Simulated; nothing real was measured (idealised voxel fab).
The following is a process module called voxel fin reveal.
The figure presents cross-section cut, which has a width of 215 nm and is divided into square cells with an edge length of 5 nm.
When this document writes out a cross-section, it uses a grid of square cells and lists it as bands, beginning at the top and moving down, with a band standing for one or more rows of cells. A band entry consists of two parts. The first gives the height of the band's top and the height of its bottom, in nm. The rest lists the band's materials from left to right, each with its width in nm. A single material labelled with the word "edge to edge" fills the band from edge to edge, and the word "empty" marks empty space. Basically, 0 is our baseline, since under it the wafer straight out of the box is all one material. The bottom band has no lower end and keeps on going down, so it looks like "0 down". Note: "30 to 40" means the width goes from the first number (top row of the band) to the second number (bottom row) in equal steps per row of cells. Where a step carries "remains unaltered", the cross-section came out of it unchanged, cell for cell. "Enclosed void list" lists enclosed empty spaces (at least 8 cells, no open path upward to the top), each as width x height at distance from the left edge, in nm. Read whatever lies past the settings on a step's line as the simulator's own remark about the step. A step line may carry the setting "overlay nm", which, for steps involving a mask, states the distance by which the mask lay to the right of its intended position; negative values denote displacement to the left.
## Steps planned for the process
| 1 | RECEIVE: material Si |
| 2 | CONFORMAL_DEP: material SiN, thk nm 5 |
| 3 | PATTERN: tone cover, mask id FINS, material resist, width nm 15, pitch nm 40, thk nm 15, overlay nm 0 |
| 4 | DIRECTIONAL_ETCH: etch materials SiN, depth nm 5 |
| 5 | DIRECTIONAL_ETCH: etch materials Si, depth nm 40 |
| 6 | STRIP: etch materials resist |
| 7 | FILL_DEP: material SiO2, thk nm 15 |
| 8 | CMP: height nm 5 |
| 9 | SELECTIVE_ETCH: etch materials SiO2, depth nm 15 |
| 10 | STRIP: etch materials SiN |
Quick note for whoever runs this: the wafers start identical, but the thk nm at step 2 isn't the same across them. The plan just shows what the first wafer had.
## The as-received cross-section of the first of several wafers corresponds to the state after step 1
	0 down | Si edge to edge
	Enclosed void list: none
## Per wafer, end of module: cells gained (+) or lost (-) per material since receipt, then closed voids
thk nm 5 | -272 Si | +204 SiO2 | Enclosed void list: none
thk nm 10 | each cell of the cross-section is as it was | Enclosed void list: none
thk nm 15 | each cell of the cross-section is as it was | Enclosed void list: none
thk nm 20 | each cell of the cross-section is as it was | Enclosed void list: none
